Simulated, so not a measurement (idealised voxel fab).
process module | voxel double patterning
cross-section cut | 230 nm wide | cells 5 nm
A cross-section is a grid of square cells, given in bands from the top down. A band is one or more rows of cells.
Each band's line starts with the height of the band's top and of its bottom, in nm. Then come its materials from left to right, each with its width in nm. One material with "throughout" fills the band from edge to edge. "air" is empty space.
Height 0 is the level under which the wafer as received is all one material. The lowest band goes on downwards, as in "0 down".
A width such as "30 to 40" changes by the same amount from each row of cells to the next, from the band's top row to its bottom row.
"no change" after a step means that no cell of the cross-section changed.
closed voids: empty space of 8 cells or more with no open way to the top, each as width x height at its distance from the left edge, in nm
after a step's settings: what the simulator itself notes on the step
overlay nm, on a step with a mask: how far to the right of its planned place the mask lay; to the left if negative
plan
1 op RECEIVE | material Si
2 op CONFORMAL_DEP | material SiO2 | thk nm 10
3 op DIRECTIONAL_DEP | material W | thk nm 15
4 op DIRECTIONAL_DEP | material SiCN | thk nm 5
5 op MASKED_ETCH | tone open | mask id FIRST | width nm 15 | pitch nm 50 | etch materials SiCN | depth nm 5 | overlay nm 0
6 op DIRECTIONAL_DEP | material aC | thk nm 10
7 op PATTERN | tone open | mask id SECOND | material resist | width nm 15 | pitch nm 50 | thk nm 30 | overlay nm 0
8 op DIRECTIONAL_ETCH | etch materials aC | depth nm 10
9 op STRIP | etch materials resist
10 op DIRECTIONAL_ETCH | etch materials SiCN | depth nm 5
11 op STRIP | etch materials aC
12 op DIRECTIONAL_ETCH | etch materials W | depth nm 15
13 op STRIP | etch materials SiCN
varied across the wafers: width nm of step 5. The plan shows the first wafer's value. All wafers start alike
first wafer as received, after step 1
  0 down: Si throughout
  closed voids: none
first wafer at the end, after step 13
  25 to 10: W 55 | air 15 | W 10 | air 15 | W 10 | air 15 | W 10 | air 15 | W 10 | air 15 | W 60
  10 to 0: SiO2 throughout
  0 down: Si throughout
  closed voids: none
last wafer at the end
  25 to 10: W 50 | air 45 | W 5 | air 45 | W 5 | air 30 | W 50
  10 to 0: SiO2 throughout
  0 down: Si throughout
  closed voids: none
each wafer at the end: cells of each material gained (+) or lost (-) since it was received, then its closed voids
width nm 15 | +92 SiO2 | +93 W | closed voids: none
width nm 20 | +92 SiO2 | +84 W | closed voids: none
width nm 25 | +92 SiO2 | +75 W | closed voids: none
width nm 30 | +92 SiO2 | +66 W | closed voids: none
